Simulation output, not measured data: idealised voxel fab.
Module name: voxel self aligned vias (process module)
Each square cell in cross-section cut measures 5 nm, and the section as a whole is 230 nm wide.
The cross-sections in this document take the form of a grid made of square cells. They are written out as bands, in order from top to bottom. Each band consists of one or more rows of cells. Band: top height; bottom height; in nm. Then, left to right: material with width in nm, for each material. "everywhere": a single material spanning edge to edge. "empty": empty space. Basically, 0 is our baseline, since under it the wafer straight out of the box is all one material. The bottom band has no lower end and keeps on going down, so it looks like "0 nm and below". Width "30->40": first value at the band's top row of cells, second value at its bottom row, equal change from row to row. "remained the same" -> step changed no cross-section cell. The label "Enclosed void list" introduces a list of the empty spaces, 8 cells or larger, that have no open way up to the top; each entry in it reads width x height at distance, where the distance is taken from the left edge and all three are stated in nm. It should be noted that, on the line of a given step, the content following the step's settings is a remark produced by the simulator itself with respect to that step. overlay nm: where the mask lay relative to plan, measured to the right, on steps with a mask; negatives go left.

**Planned process steps**
| 1 | RECEIVE [material Si] |
| 2 | CONFORMAL_DEP [material SiO2] [thk nm 10] |
| 3 | CONFORMAL_DEP [material SiCN] [thk nm 5] |
| 4 | DIRECTIONAL_DEP [material SiO2] [thk nm 30] |
| 5 | DIRECTIONAL_DEP [material aC] [thk nm 10] |
| 6 | PATTERN [tone open] [mask id LINES] [material resist] [width nm 20] [pitch nm 55] [thk nm 30] [overlay nm 0] |
| 7 | DIRECTIONAL_ETCH [etch materials aC] [depth nm 10] |
| 8 | STRIP [etch materials resist] |
| 9 | DIRECTIONAL_ETCH [etch materials SiO2] [depth nm 30] |
| 10 | STRIP [etch materials aC] |
| 11 | CONFORMAL_DEP [material TiN] [thk nm 5] |
| 12 | FILL_DEP [material Ru] [thk nm 5] |
| 13 | CMP [height nm 45] |
| 14 | SELECTIVE_ETCH [etch materials W Ru TiN] [depth nm 10] |
| 15 | FILL_DEP [material SiN] [thk nm 10] |
| 16 | CMP [height nm 45] |
| 17 | DIRECTIONAL_DEP [material SiO2] [thk nm 20] |
| 18 | PATTERN [tone open] [mask id VIAS] [material resist] [width nm 30] [pitch nm 110] [thk nm 20] [overlay nm 0] |
| 19 | DIRECTIONAL_ETCH [etch materials SiO2] [depth nm 20] |
| 20 | DIRECTIONAL_ETCH [etch materials SiN] [depth nm 10] |
| 21 | STRIP [etch materials resist] |
| 22 | CONFORMAL_DEP [material TiN] [thk nm 5] |
| 23 | FILL_DEP [material Cu] [thk nm 10] |
| 24 | CMP [height nm 65] |
| 25 | CONFORMAL_DEP [material SiN] [thk nm 5] |
Across this set of wafers, the varied parameter is the width nm of step 18. Starting conditions are identical for every wafer, and the plan reports the value assigned to the first wafer.

**Cross-sectional view of the first of several wafers in the as-received condition, corresponding to the state following step 1**
	0 nm and below | Si everywhere
	Enclosed void list: none

**Cross-section of the first of several wafers, taken after step 25, where the module ends**
	70 nm to 65 nm | SiN everywhere
	65 nm to 50 nm | 45 of SiO2 / 5 of TiN / 20 of Cu / 5 of TiN / 80 of SiO2 / 5 of TiN / 20 of Cu / 5 of TiN / 45 of SiO2
	50 nm to 45 nm | 45 of SiO2 / 10 of TiN / 10 of Cu / 10 of TiN / 80 of SiO2 / 10 of TiN / 10 of Cu / 10 of TiN / 45 of SiO2
	45 nm to 40 nm | 50 of SiO2 / 5 of TiN / 10 of Cu / 5 of TiN / 35 of SiO2 / 20 of SiN / 35 of SiO2 / 5 of TiN / 10 of Cu / 5 of TiN / 50 of SiO2
	40 nm to 35 nm | 50 of SiO2 / 20 of TiN / 35 of SiO2 / 20 of SiN / 35 of SiO2 / 20 of TiN / 50 of SiO2
	35 nm to 20 nm | 50 of SiO2 / 5 of TiN / 10 of Ru / 5 of TiN / 35 of SiO2 / 5 of TiN / 10 of Ru / 5 of TiN / 35 of SiO2 / 5 of TiN / 10 of Ru / 5 of TiN / 50 of SiO2
	20 nm to 15 nm | 50 of SiO2 / 20 of TiN / 35 of SiO2 / 20 of TiN / 35 of SiO2 / 20 of TiN / 50 of SiO2
	15 nm to 10 nm | SiCN everywhere
	10 nm to 0 nm | SiO2 everywhere
	0 nm and below | Si everywhere
	Enclosed void list: none

**The module's end: a cross-section of the last wafer**
	70 nm to 65 nm | SiN everywhere
	65 nm to 50 nm | 35 of SiO2 / 5 of TiN / 45 of Cu / 5 of TiN / 55 of SiO2 / 5 of TiN / 45 of Cu / 5 of TiN / 30 of SiO2
	50 nm to 45 nm | 35 of SiO2 / 20 of TiN / 10 of Cu / 25 of TiN / 55 of SiO2 / 20 of TiN / 10 of Cu / 25 of TiN / 30 of SiO2
	45 nm to 40 nm | 50 of SiO2 / 5 of TiN / 10 of Cu / 5 of TiN / 35 of SiO2 / 20 of SiN / 35 of SiO2 / 5 of TiN / 10 of Cu / 5 of TiN / 50 of SiO2
	40 nm to 35 nm | 50 of SiO2 / 20 of TiN / 35 of SiO2 / 20 of SiN / 35 of SiO2 / 20 of TiN / 50 of SiO2
	35 nm to 20 nm | 50 of SiO2 / 5 of TiN / 10 of Ru / 5 of TiN / 35 of SiO2 / 5 of TiN / 10 of Ru / 5 of TiN / 35 of SiO2 / 5 of TiN / 10 of Ru / 5 of TiN / 50 of SiO2
	20 nm to 15 nm | 50 of SiO2 / 20 of TiN / 35 of SiO2 / 20 of TiN / 35 of SiO2 / 20 of TiN / 50 of SiO2
	15 nm to 10 nm | SiCN everywhere
	10 nm to 0 nm | SiO2 everywhere
	0 nm and below | Si everywhere
	Enclosed void list: none

**Row per wafer, end-of-module: cell gain (+)/loss (-) by material since the wafer came in, then closed voids**
width nm 30 | +32 Cu | +18 Ru | +46 SiCN | +54 SiN | +432 SiO2 | +62 TiN | Enclosed void list: none
width nm 35 | +38 Cu | +18 Ru | +46 SiCN | +54 SiN | +424 SiO2 | +64 TiN | Enclosed void list: none
width nm 40 | +44 Cu | +18 Ru | +46 SiCN | +54 SiN | +416 SiO2 | +66 TiN | Enclosed void list: none
width nm 45 | +50 Cu | +18 Ru | +46 SiCN | +54 SiN | +408 SiO2 | +68 TiN | Enclosed void list: none
width nm 50 | +56 Cu | +18 Ru | +46 SiCN | +54 SiN | +400 SiO2 | +70 TiN | Enclosed void list: none
width nm 55 | +62 Cu | +18 Ru | +46 SiCN | +54 SiN | +392 SiO2 | +72 TiN | Enclosed void list: none
